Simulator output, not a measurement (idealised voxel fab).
You're looking at the process module voxel transistor to metal.
Square cell edge 5 nm, section width 180 nm, ID cut.
The cross-sections in this document take the form of a grid made of square cells. They are written out as bands, in order from top to bottom. Each band consists of one or more rows of cells.
Quick guide to a band line: top height, bottom height (nm) up front; then every material left to right with its width in nm. Only one material and it's marked "edge to edge"? Then it fills the band edge to edge. And "air" just means empty space.
Heights are reckoned from 0. Under this level, the received wafer is all of one material. The bottommost band is open-ended downward, for example "top 0, no bottom".
It should be noted that a width expressed as "30 to 40" varies in equal increments from row to row of cells within the band, taking the value of the first number at the top row and that of the second number at the bottom row.
"remained the same" -> step changed no cross-section cell.
Empty spaces without an open route to the top, at least 8 cells in extent, make up the entry "Sealed void listing"; each is given as width x height at distance, where the distance is measured from the left edge, and all are in nm.
Heads up: the bit after the settings on a step's line is the simulator's remark on that step.
overlay nm: step with mask; distance mask lay right of planned place; negative value = left of planned place.

THESE ARE THE STEPS WE PLANNED FOR THE PROCESS
1,RECEIVE (material Si)
2,CONFORMAL_DEP (material SiO2; thk nm 5)
3,CONFORMAL_DEP (material SiN; thk nm 10)
4,DIRECTIONAL_DEP (material aC; thk nm 10)
5,PATTERN (tone cover; mask id ACTIVE; material resist; width nm 110; thk nm 30; overlay nm 0)
6,DIRECTIONAL_ETCH (etch materials aC; depth nm 10)
7,STRIP (etch materials resist)
8,DIRECTIONAL_ETCH (etch materials SiN; depth nm 10)
9,DIRECTIONAL_ETCH (etch materials SiO2; depth nm 5)
10,DIRECTIONAL_ETCH (etch materials Si; depth nm 30)
11,STRIP (etch materials aC)
12,FILL_DEP (material SiO2; thk nm 10)
13,CMP (height nm 15)
14,SELECTIVE_ETCH (etch materials SiO2; depth nm 5)
15,STRIP (etch materials SiN)
16,SELECTIVE_ETCH (etch materials SiO2; depth nm 5)
17,OXIDIZE (depth nm 5)
18,DIRECTIONAL_DEP (material polySi; thk nm 25)
19,DIRECTIONAL_DEP (material SiCN; thk nm 15)
20,PATTERN (tone cover; mask id GATE; material resist; width nm 30; thk nm 20; overlay nm 0)
21,DIRECTIONAL_ETCH (etch materials SiCN; depth nm 25)
22,DIRECTIONAL_ETCH (etch materials polySi; depth nm 35)
23,STRIP (etch materials resist)
24,CONFORMAL_DEP (material SiN; thk nm 5)
25,DIRECTIONAL_ETCH (etch materials SiN; depth nm 5)
26,DIRECTIONAL_ETCH (etch materials SiO2; depth nm 5)
27,DIRECTIONAL_ETCH (etch materials Si; depth nm 10)
28,EPI (material SiGe; thk nm 10)
29,FILL_DEP (material SiO2; thk nm 10)
30,CMP (height nm 25)
31,STRIP (etch materials polySi)
32,SELECTIVE_ETCH (etch materials SiO2; depth nm 5)
33,CONFORMAL_DEP (material HfO2; thk nm 5)
34,CONFORMAL_DEP (material TiN; thk nm 5)
35,FILL_DEP (material W; thk nm 10)
36,CMP (height nm 20)
37,DIRECTIONAL_DEP (material SiO2; thk nm 10)
38,DIRECTIONAL_DEP (material aC; thk nm 10)
39,PATTERN (tone open; mask id CONTACT; material resist; width nm 15; pitch nm 75; thk nm 25; overlay nm 0)
40,DIRECTIONAL_ETCH (etch materials aC; depth nm 10)
41,STRIP (etch materials resist)
42,DIRECTIONAL_ETCH (etch materials SiO2; depth nm 35)
43,STRIP (etch materials aC)
44,CONFORMAL_DEP (material TiN; thk nm 5)
45,FILL_DEP (material W; thk nm 5)
46,CMP (height nm 30)
47,DIRECTIONAL_DEP (material TiN; thk nm 5)
48,DIRECTIONAL_DEP (material Ru; thk nm 20)
49,DIRECTIONAL_DEP (material aC; thk nm 15)
50,PATTERN (tone cover; mask id METAL_1; material resist; width nm 15; pitch nm 75; thk nm 35; overlay nm 0)
51,DIRECTIONAL_ETCH (etch materials aC; depth nm 15)
52,STRIP (etch materials resist)
53,DIRECTIONAL_ETCH (etch materials Ru; depth nm 20)
54,DIRECTIONAL_ETCH (etch materials TiN; depth nm 5)
55,STRIP (etch materials aC)
56,CONFORMAL_DEP (material SiN; thk nm 5)
57,FILL_DEP (material lowk; thk nm 10)
58,CMP (height nm 55)
59,CONFORMAL_DEP (material SiCN; thk nm 5)

AS-RECEIVED WAFER CROSS-SECTION (AFTER STEP 1)
	top 0, no bottom  Si edge to edge
	Sealed void listing: none

THE FIRST OF THE TWO WAFERS AS SEEN IN CROSS-SECTION ONCE THE MODULE WAS FINISHED; PROCESSING FOLLOWED THE PLAN
	top 60, bottom 55  SiCN edge to edge
	top 55, bottom 35  lowk=40  SiN=5  Ru=15  SiN=5  lowk=50  SiN=5  Ru=15  SiN=5  lowk=40
	top 35, bottom 30  SiN=45  TiN=15  SiN=60  TiN=15  SiN=45
	top 30, bottom 20  SiO2=45  TiN=5  W=5  TiN=5  SiO2=60  TiN=5  W=5  TiN=5  SiO2=45
	top 20, bottom 5  SiO2=45  TiN=5  W=5  TiN=5  SiO2=10  SiN=5  HfO2=5  TiN=5  W=10  TiN=5  HfO2=5  SiN=5  SiO2=10  TiN=5  W=5  TiN=5  SiO2=45
	top 5, bottom 0  SiO2=30  SiN=5  SiO2=10  TiN=5  W=5  TiN=5  SiGe=10  SiN=5  HfO2=5  TiN=20  HfO2=5  SiN=5  SiGe=10  TiN=5  W=5  TiN=5  SiO2=10  SiN=5  SiO2=30
	top 0, bottom -5  SiO2=45  TiN=15  SiGe=10  HfO2=40  SiGe=10  TiN=15  SiO2=45
	top -5, bottom -15  SiO2=35  SiGe=35  Si=40  SiGe=35  SiO2=35
	top -15, bottom -30  SiO2=35  Si=110  SiO2=35
	top -30, no bottom  Si edge to edge
	Sealed void listing: none

SECOND WAFER OF THE TWO, SECTIONED AT THE END OF THE MODULE. IT BEGAN LIKE THE FIRST AND FOLLOWED THE SAME PLAN, BUT ONE MISTAKE WAS MADE WHILE RUNNING IT
	top 60, bottom 55  SiCN edge to edge
	top 55, bottom 35  lowk=40  SiN=5  Ru=15  SiN=5  lowk=50  SiN=5  Ru=15  SiN=5  lowk=40
	top 35, bottom 30  SiN=45  TiN=15  SiN=60  TiN=15  SiN=45
	top 30, bottom 20  SiO2=45  TiN=5  W=5  TiN=5  SiO2=60  TiN=5  W=5  TiN=5  SiO2=45
	top 20, bottom 5  SiO2=45  TiN=5  W=5  TiN=5  SiO2=10  SiN=5  HfO2=5  TiN=5  W=10  TiN=5  HfO2=5  SiN=5  SiO2=10  TiN=5  W=5  TiN=5  SiO2=45
	top 5, bottom 0  SiO2=30  SiN=5  SiO2=10  TiN=15  SiGe=10  SiN=5  HfO2=5  TiN=20  HfO2=5  SiN=5  SiGe=10  TiN=15  SiO2=10  SiN=5  SiO2=30
	top 0, bottom -5  SiO2=30  SiN=5  SiGe=15  TiN=10  SiGe=10  HfO2=40  SiGe=10  TiN=10  SiGe=15  SiN=5  SiO2=30
	top -5, bottom -10  SiO2=40  SiGe=30  Si=40  SiGe=30  SiO2=40
	top -10, bottom -15  SiO2=35  Si=5  SiGe=30  Si=40  SiGe=30  Si=5  SiO2=35
	top -15, bottom -30  SiO2=35  Si=110  SiO2=35
	top -30, no bottom  Si edge to edge
	Sealed void listing: none
Run error: step 2 of the plan was excluded from execution and never run
Counted in cells at the end, the second wafer holds more or fewer of these materials than the first: Si: 2 more | SiGe: 2 more | SiN: 2 more | SiO2: 4 fewer | W: 2 fewer
